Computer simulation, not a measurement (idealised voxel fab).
The document below concerns the process module designated voxel self aligned vias.
Pictured: cross-section cut, 190 nm wide, on a grid of 5 nm square cells.
A cross-section is written here as square cells arranged in a grid, and it is given in bands from the top down, each band taking up one or more rows of cells. Band entry format. Leading values: height of top, height of bottom, nm. Remainder: materials in left-to-right order, each with its width in nm. Special words: "all across" on a single material, which then fills the band edge to edge; "blank", empty space. Height datum 0, below which the as-received substrate wafer is one material. Lowest band open at the bottom, running downward: "0 and below". Top row gets the first number, bottom row gets the second, and each row in between changes by the same step: that is how a band width like "30..40" works. Key: "no modification" - step with no changed cell in the cross-section. Any empty space of 8 cells or more lacking an open way to the top shows up in "Closed void inventory" as width x height at distance, distance from the left edge, in nm. That trailing text on a step's line, after the settings, is the simulator's own remark on the step. For masked steps, "overlay nm" on the step line gives how far right of plan the mask actually lay; a minus sign means it lay to the left.
# This section lists the process steps that were planned
1: op RECEIVE | material Si
2: op CONFORMAL_DEP | material SiO2 | thk nm 15
3: op CONFORMAL_DEP | material SiCN | thk nm 5
4: op DIRECTIONAL_DEP | material lowk | thk nm 25
5: op PATTERN | tone open | mask id LINES | material resist | width nm 30 | pitch nm 60 | thk nm 20 | overlay nm 0
6: op DIRECTIONAL_ETCH | etch materials lowk | depth nm 25
7: op STRIP | etch materials resist
8: op CONFORMAL_DEP | material TiN | thk nm 5
9: op FILL_DEP | material Ru | thk nm 10
10: op CMP | height nm 45
11: op SELECTIVE_ETCH | etch materials W Ru TiN | depth nm 10
12: op FILL_DEP | material SiN | thk nm 5
13: op CMP | height nm 35
14: op DIRECTIONAL_DEP | material lowk | thk nm 20
15: op PATTERN | tone open | mask id VIAS | material resist | width nm 40 | pitch nm 60 | thk nm 20 | overlay nm 0
16: op DIRECTIONAL_ETCH | etch materials lowk | depth nm 20
17: op DIRECTIONAL_ETCH | etch materials SiN | depth nm 10
18: op STRIP | etch materials resist
19: op CONFORMAL_DEP | material TiN | thk nm 5
20: op FILL_DEP | material Cu | thk nm 10
21: op CMP | height nm 65
22: op CONFORMAL_DEP | material SiN | thk nm 5
Variable across wafers: step 13 height nm (plan value is that of the first wafer; starting state common to all).
# So this is the first of several wafers, cross-sectioned as it came to us, meaning it's at the end of step 1
* 0 and below | Si all across
* Closed void inventory: none
# Gained (+) or lost (-) cells of each material since receipt, then closed voids: one row per wafer, at the end of the module
height nm 35, +110 Cu, +24 Ru, +38 SiCN, +38 SiN, +114 SiO2, +92 TiN, +116 lowk, Closed void inventory: none
height nm 40, +84 Cu, +24 Ru, +38 SiCN, +38 SiN, +114 SiO2, +98 TiN, +136 lowk, Closed void inventory: none
height nm 45, +78 Cu, +24 Ru, +38 SiCN, +38 SiN, +114 SiO2, +84 TiN, +156 lowk, Closed void inventory: none
height nm 50, +66 Cu, +24 Ru, +38 SiCN, +70 SiN, +114 SiO2, +78 TiN, +142 lowk, Closed void inventory: none
